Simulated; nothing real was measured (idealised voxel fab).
process module | voxel ribs on slabs
cross-section cut | 250 nm wide | cells 5 nm
A cross-section is a grid of square cells, given in bands from the top down. A band is one or more rows of cells.
Each band's line starts with the height of the band's top and of its bottom, in nm. Then come its materials from left to right, each with its width in nm. One material with "throughout" fills the band from edge to edge. "air" is empty space.
Height 0 is the level under which the wafer as received is all one material. The lowest band goes on downwards, as in "0 down".
A width such as "30 to 40" changes by the same amount from each row of cells to the next, from the band's top row to its bottom row.
"no change" after a step means that no cell of the cross-section changed.
closed voids: empty space of 8 cells or more with no open way to the top, each as width x height at its distance from the left edge, in nm
after a step's settings: what the simulator itself notes on the step
overlay nm, on a step with a mask: how far to the right of its planned place the mask lay; to the left if negative
plan
1 op RECEIVE | material Si
2 op DIRECTIONAL_DEP | material SiO2 | thk nm 20
3 op DIRECTIONAL_DEP | material polySi | thk nm 15
4 op DIRECTIONAL_DEP | material aC | thk nm 15
5 op PATTERN | tone cover | mask id RIB | material resist | width nm 25 | thk nm 35 | overlay nm 0
6 op DIRECTIONAL_ETCH | etch materials aC | depth nm 15
7 op STRIP | etch materials resist
8 op DIRECTIONAL_ETCH | etch materials polySi | depth nm 10
9 op STRIP | etch materials aC
10 op PATTERN | tone cover | mask id SLAB | material resist | width nm 75 | thk nm 20 | overlay nm 0
11 op DIRECTIONAL_ETCH | etch materials polySi | depth nm 5
12 op STRIP | etch materials resist
13 op FILL_DEP | material SiO2 | thk nm 15
14 op CMP | height nm 45
15 op DIRECTIONAL_DEP | material W | thk nm 10
16 op MASKED_ETCH | tone cover | mask id HEATER | width nm 35 | etch materials W | depth nm 10 | overlay nm 0
17 op CONFORMAL_DEP | material SiN | thk nm 5
as received, after step 1
  0 down: Si throughout
  closed voids: none
first wafer at the end, as planned
  60 to 55: air 100 | SiN 45 | air 105
  55 to 50: air 100 | SiN 5 | W 35 | SiN 5 | air 105
  50 to 45: SiN 105 | W 35 | SiN 110
  45 to 35: SiO2 throughout
  35 to 25: SiO2 110 | polySi 25 | SiO2 115
  25 to 20: SiO2 85 | polySi 75 | SiO2 90
  20 to 0: SiO2 throughout
  0 down: Si throughout
  closed voids: none
second wafer at the end: like start, like plan, one mistake
  55 to 45: air 105 | W 35 | air 110
  45 to 35: SiO2 throughout
  35 to 25: SiO2 110 | polySi 25 | SiO2 115
  25 to 20: SiO2 85 | polySi 75 | SiO2 90
  20 to 0: SiO2 throughout
  0 down: Si throughout
  closed voids: none
what went wrong: step 17 was left out
at the end the second wafer has, in cells: 54 fewer of SiN
